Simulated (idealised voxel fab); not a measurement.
process module | voxel self aligned vias
cross-section cut | 200 nm wide | cells 5 nm
A cross-section is a grid of square cells, given in bands from the top down. A band is one or more rows of cells.
Each band's line starts with the height of the band's top and of its bottom, in nm. Then come its materials from left to right, each with its width in nm. One material with "throughout" fills the band from edge to edge. "air" is empty space.
Height 0 is the level under which the wafer as received is all one material. The lowest band goes on downwards, as in "0 down".
A width such as "30 to 40" changes by the same amount from each row of cells to the next, from the band's top row to its bottom row.
"no change" after a step means that no cell of the cross-section changed.
closed voids: empty space of 8 cells or more with no open way to the top, each as width x height at its distance from the left edge, in nm
after a step's settings: what the simulator itself notes on the step
overlay nm, on a step with a mask: how far to the right of its planned place the mask lay; to the left if negative
Each pair below shows a cross-section before one step and the cross-section after it, down to the lowest band that changed. The line under each pair gives the step between them, with its settings. The pairs can come from different runs of this module on the same starting wafer, so a pair continues from the pair above only where its "before" says so.
before
  45 to 40: TiN 55 | air 10 | TiN 35 | air 10 | TiN 35 | air 10 | TiN 45
  40 to 25: lowk 50 | TiN 5 | air 10 | TiN 5 | lowk 25 | TiN 5 | air 10 | TiN 5 | lowk 25 | TiN 5 | air 10 | TiN 5 | lowk 40
  25 to 20: lowk 50 | TiN 20 | lowk 25 | TiN 20 | lowk 25 | TiN 20 | lowk 40
  20 to 15: SiCN throughout
  15 to 0: SiO2 throughout
  0 down: Si throughout
  closed voids: none
after
  55 to 45: Ru throughout
  45 to 40: TiN 55 | Ru 10 | TiN 35 | Ru 10 | TiN 35 | Ru 10 | TiN 45
  40 to 25: lowk 50 | TiN 5 | Ru 10 | TiN 5 | lowk 25 | TiN 5 | Ru 10 | TiN 5 | lowk 25 | TiN 5 | Ru 10 | TiN 5 | lowk 40
  below 25: unchanged
  closed voids: none
the step between: op FILL_DEP | material Ru | thk nm 10
before: the cross-section after the pair above
after
  40 to 25: lowk 50 | TiN 5 | Ru 10 | TiN 5 | lowk 25 | TiN 5 | Ru 10 | TiN 5 | lowk 25 | TiN 5 | Ru 10 | TiN 5 | lowk 40
  below 25: unchanged
  closed voids: none
the step between: op CMP | height nm 40
before: the cross-section after the pair above
after
  40 to 30: lowk 50 | air 20 | lowk 25 | air 20 | lowk 25 | air 20 | lowk 40
  below 30: unchanged
  closed voids: none
the step between: op SELECTIVE_ETCH | etch materials W Ru TiN | depth nm 10
before: the cross-section after the pair above
after
  50 to 40: SiN throughout
  40 to 30: lowk 50 | SiN 20 | lowk 25 | SiN 20 | lowk 25 | SiN 20 | lowk 40
  below 30: unchanged
  closed voids: none
the step between: op FILL_DEP | material SiN | thk nm 10
before: the cross-section after the pair above
after
  40 to 30: lowk 50 | SiN 20 | lowk 25 | SiN 20 | lowk 25 | SiN 20 | lowk 40
  below 30: unchanged
  closed voids: none
the step between: op CMP | height nm 40
before: the cross-section after the pair above
after
  55 to 40: lowk throughout
  below 40: unchanged
  closed voids: none
the step between: op DIRECTIONAL_DEP | material lowk | thk nm 15
before: the cross-section after the pair above
after
  55 to 40: lowk 40 | air 30 | lowk 60 | air 30 | lowk 40
  below 40: unchanged
  closed voids: none
the step between: op MASKED_ETCH | tone open | mask id VIAS | width nm 30 | pitch nm 90 | etch materials lowk | depth nm 15 | overlay nm 0
before: the cross-section after the pair above
after
  55 to 40: lowk 40 | air 30 | lowk 60 | air 30 | lowk 40
  40 to 30: lowk 50 | air 20 | lowk 25 | SiN 20 | lowk 25 | air 20 | lowk 40
  below 30: unchanged
  closed voids: none
the step between: op MASKED_ETCH | tone open | mask id VIAS | width nm 30 | pitch nm 90 | etch materials SiN | depth nm 10 | overlay nm 0
before: the cross-section after the pair above
after
  60 to 55: TiN 45 | air 20 | TiN 70 | air 20 | TiN 45
  55 to 45: lowk 40 | TiN 5 | air 20 | TiN 5 | lowk 60 | TiN 5 | air 20 | TiN 5 | lowk 40
  45 to 40: lowk 40 | TiN 15 | air 10 | TiN 5 | lowk 60 | TiN 15 | air 10 | TiN 5 | lowk 40
  40 to 35: lowk 50 | TiN 5 | air 10 | TiN 5 | lowk 25 | SiN 20 | lowk 25 | TiN 5 | air 10 | TiN 5 | lowk 40
  35 to 30: lowk 50 | TiN 20 | lowk 25 | SiN 20 | lowk 25 | TiN 20 | lowk 40
  below 30: unchanged
  closed voids: none
the step between: op CONFORMAL_DEP | material TiN | thk nm 5
before: the cross-section after the pair above
after
  65 to 60: Ru throughout
  60 to 55: TiN 45 | Ru 20 | TiN 70 | Ru 20 | TiN 45
  55 to 45: lowk 40 | TiN 5 | Ru 20 | TiN 5 | lowk 60 | TiN 5 | Ru 20 | TiN 5 | lowk 40
  45 to 40: lowk 40 | TiN 15 | Ru 10 | TiN 5 | lowk 60 | TiN 15 | Ru 10 | TiN 5 | lowk 40
  40 to 35: lowk 50 | TiN 5 | Ru 10 | TiN 5 | lowk 25 | SiN 20 | lowk 25 | TiN 5 | Ru 10 | TiN 5 | lowk 40
  below 35: unchanged
  closed voids: none
the step between: op FILL_DEP | material Ru | thk nm 5
before: the cross-section after the pair above
after
  55 to 45: lowk 40 | TiN 5 | Ru 20 | TiN 5 | lowk 60 | TiN 5 | Ru 20 | TiN 5 | lowk 40
  below 45: unchanged
  closed voids: none
the step between: op CMP | height nm 55
before: the cross-section after the pair above
after
  60 to 55: SiN throughout
  below 55: unchanged
  closed voids: none
the step between: op CONFORMAL_DEP | material SiN | thk nm 5
before
  40 to 30: lowk 45 | air 20 | lowk 25 | air 20 | lowk 25 | air 20 | lowk 45
  30 to 25: lowk 45 | TiN 5 | Ru 10 | TiN 5 | lowk 25 | TiN 5 | Ru 10 | TiN 5 | lowk 25 | TiN 5 | Ru 10 | TiN 5 | lowk 45
  25 to 20: lowk 45 | TiN 20 | lowk 25 | TiN 20 | lowk 25 | TiN 20 | lowk 45
  20 to 15: SiCN throughout
  15 to 0: SiO2 throughout
  0 down: Si throughout
  closed voids: none
after
  50 to 30: lowk throughout
  below 30: unchanged
  closed voids: none
the step between: op FILL_DEP | material lowk | thk nm 10
before: the cross-section after the pair above
after
  40 to 30: lowk throughout
  below 30: unchanged
  closed voids: none
the step between: op CMP | height nm 40
before: the cross-section after the pair above
after
  55 to 30: lowk throughout
  below 30: unchanged
  closed voids: none
the step between: op DIRECTIONAL_DEP | material lowk | thk nm 15
before: the cross-section after the pair above
after
  55 to 40: lowk 40 | air 30 | lowk 60 | air 30 | lowk 40
  below 40: unchanged
  closed voids: none
the step between: op MASKED_ETCH | tone open | mask id VIAS | width nm 30 | pitch nm 90 | etch materials lowk | depth nm 15 | overlay nm 0
before: the cross-section after the pair above
after
  60 to 55: TiN 45 | air 20 | TiN 70 | air 20 | TiN 45
  55 to 45: lowk 40 | TiN 5 | air 20 | TiN 5 | lowk 60 | TiN 5 | air 20 | TiN 5 | lowk 40
  45 to 40: lowk 40 | TiN 30 | lowk 60 | TiN 30 | lowk 40
  below 40: unchanged
  closed voids: none
the step between: op CONFORMAL_DEP | material TiN | thk nm 5
before: the cross-section after the pair above
after
  65 to 60: Ru throughout
  60 to 55: TiN 45 | Ru 20 | TiN 70 | Ru 20 | TiN 45
  55 to 45: lowk 40 | TiN 5 | Ru 20 | TiN 5 | lowk 60 | TiN 5 | Ru 20 | TiN 5 | lowk 40
  below 45: unchanged
  closed voids: none
the step between: op FILL_DEP | material Ru | thk nm 5
before: the cross-section after the pair above
after
  55 to 45: lowk 40 | TiN 5 | Ru 20 | TiN 5 | lowk 60 | TiN 5 | Ru 20 | TiN 5 | lowk 40
  below 45: unchanged
  closed voids: none
the step between: op CMP | height nm 55
before: the cross-section after the pair above
after
  60 to 55: SiN throughout
  below 55: unchanged
  closed voids: none
the step between: op CONFORMAL_DEP | material SiN | thk nm 5
before
  55 to 40: lowk throughout
  40 to 30: lowk 45 | SiN 20 | lowk 25 | SiN 20 | lowk 25 | SiN 20 | lowk 45
  30 to 25: lowk 45 | TiN 5 | Ru 10 | TiN 5 | lowk 25 | TiN 5 | Ru 10 | TiN 5 | lowk 25 | TiN 5 | Ru 10 | TiN 5 | lowk 45
  25 to 20: lowk 45 | TiN 20 | lowk 25 | TiN 20 | lowk 25 | TiN 20 | lowk 45
  20 to 15: SiCN throughout
  15 to 0: SiO2 throughout
  0 down: Si throughout
  closed voids: none
after
  55 to 40: air 40 | lowk 30 | air 60 | lowk 30 | air 40
  below 40: unchanged
  closed voids: none
the step between: op MASKED_ETCH | tone cover | mask id VIAS | width nm 30 | pitch nm 90 | etch materials lowk | depth nm 15 | overlay nm 0
before: the cross-section after the pair above
after
  60 to 55: air 35 | TiN 40 | air 50 | TiN 40 | air 35
  55 to 45: air 35 | TiN 5 | lowk 30 | TiN 5 | air 50 | TiN 5 | lowk 30 | TiN 5 | air 35
  45 to 40: TiN 40 | lowk 30 | TiN 60 | lowk 30 | TiN 40
  below 40: unchanged
  closed voids: none
the step between: op CONFORMAL_DEP | material TiN | thk nm 5
before: the cross-section after the pair above
after
  65 to 60: Ru throughout
  60 to 55: Ru 35 | TiN 40 | Ru 50 | TiN 40 | Ru 35
  55 to 45: Ru 35 | TiN 5 | lowk 30 | TiN 5 | Ru 50 | TiN 5 | lowk 30 | TiN 5 | Ru 35
  below 45: unchanged
  closed voids: none
the step between: op FILL_DEP | material Ru | thk nm 5
before: the cross-section after the pair above
after
  55 to 45: Ru 35 | TiN 5 | lowk 30 | TiN 5 | Ru 50 | TiN 5 | lowk 30 | TiN 5 | Ru 35
  below 45: unchanged
  closed voids: none
the step between: op CMP | height nm 55
before: the cross-section after the pair above
after
  60 to 55: SiN throughout
  below 55: unchanged
  closed voids: none
the step between: op CONFORMAL_DEP | material SiN | thk nm 5
